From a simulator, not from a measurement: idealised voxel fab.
process module | voxel self aligned vias
cross-section cut | 165 nm wide | cells 5 nm
A cross-section is a grid of square cells, given in bands from the top down. A band is one or more rows of cells.
Each band's line starts with the height of the band's top and of its bottom, in nm. Then come its materials from left to right, each with its width in nm. One material with "throughout" fills the band from edge to edge. "air" is empty space.
Height 0 is the level under which the wafer as received is all one material. The lowest band goes on downwards, as in "0 down".
A width such as "30 to 40" changes by the same amount from each row of cells to the next, from the band's top row to its bottom row.
"no change" after a step means that no cell of the cross-section changed.
closed voids: empty space of 8 cells or more with no open way to the top, each as width x height at its distance from the left edge, in nm
after a step's settings: what the simulator itself notes on the step
overlay nm, on a step with a mask: how far to the right of its planned place the mask lay; to the left if negative
plan
1 op RECEIVE | material Si
2 op CONFORMAL_DEP | material SiO2 | thk nm 15
3 op CONFORMAL_DEP | material SiCN | thk nm 5
4 op DIRECTIONAL_DEP | material SiO2 | thk nm 30
5 op PATTERN | tone open | mask id LINES | material resist | width nm 25 | pitch nm 75 | thk nm 20 | overlay nm 0
6 op DIRECTIONAL_ETCH | etch materials SiO2 | depth nm 30
7 op STRIP | etch materials resist
8 op CONFORMAL_DEP | material TiN | thk nm 5
9 op FILL_DEP | material Ru | thk nm 5
10 op CMP | height nm 50
11 op SELECTIVE_ETCH | etch materials W Ru TiN | depth nm 5
12 op FILL_DEP | material SiN | thk nm 5
13 op CMP | height nm 50
14 op DIRECTIONAL_DEP | material SiO2 | thk nm 20
15 op PATTERN | tone open | mask id VIAS | material resist | width nm 45 | pitch nm 75 | thk nm 20 | overlay nm 0
16 op DIRECTIONAL_ETCH | etch materials SiO2 | depth nm 20
17 op DIRECTIONAL_ETCH | etch materials SiN | depth nm 5
18 op STRIP | etch materials resist
19 op CONFORMAL_DEP | material TiN | thk nm 5
20 op FILL_DEP | material Cu | thk nm 10
21 op CMP | height nm 70
22 op CONFORMAL_DEP | material SiN | thk nm 5
as received, after step 1
  0 down: Si throughout
  closed voids: none
a wafer at the end: this start, this plan, one mistake
  75 to 70: SiN throughout
  70 to 55: SiO2 20 | TiN 5 | Cu 35 | TiN 5 | SiO2 30 | TiN 5 | Cu 35 | TiN 5 | SiO2 25
  55 to 50: SiO2 20 | TiN 15 | Cu 15 | TiN 15 | SiO2 30 | TiN 15 | Cu 15 | TiN 15 | SiO2 25
  50 to 45: SiO2 30 | TiN 25 | SiO2 50 | TiN 25 | SiO2 35
  45 to 25: SiO2 30 | TiN 5 | Ru 15 | TiN 5 | SiO2 50 | TiN 5 | Ru 15 | TiN 5 | SiO2 35
  25 to 20: SiO2 30 | TiN 25 | SiO2 50 | TiN 25 | SiO2 35
  20 to 15: Ru throughout
  15 to 0: SiO2 throughout
  0 down: Si throughout
  closed voids: none
what went wrong: step 3 ran as: op CONFORMAL_DEP | material Ru | thk nm 5
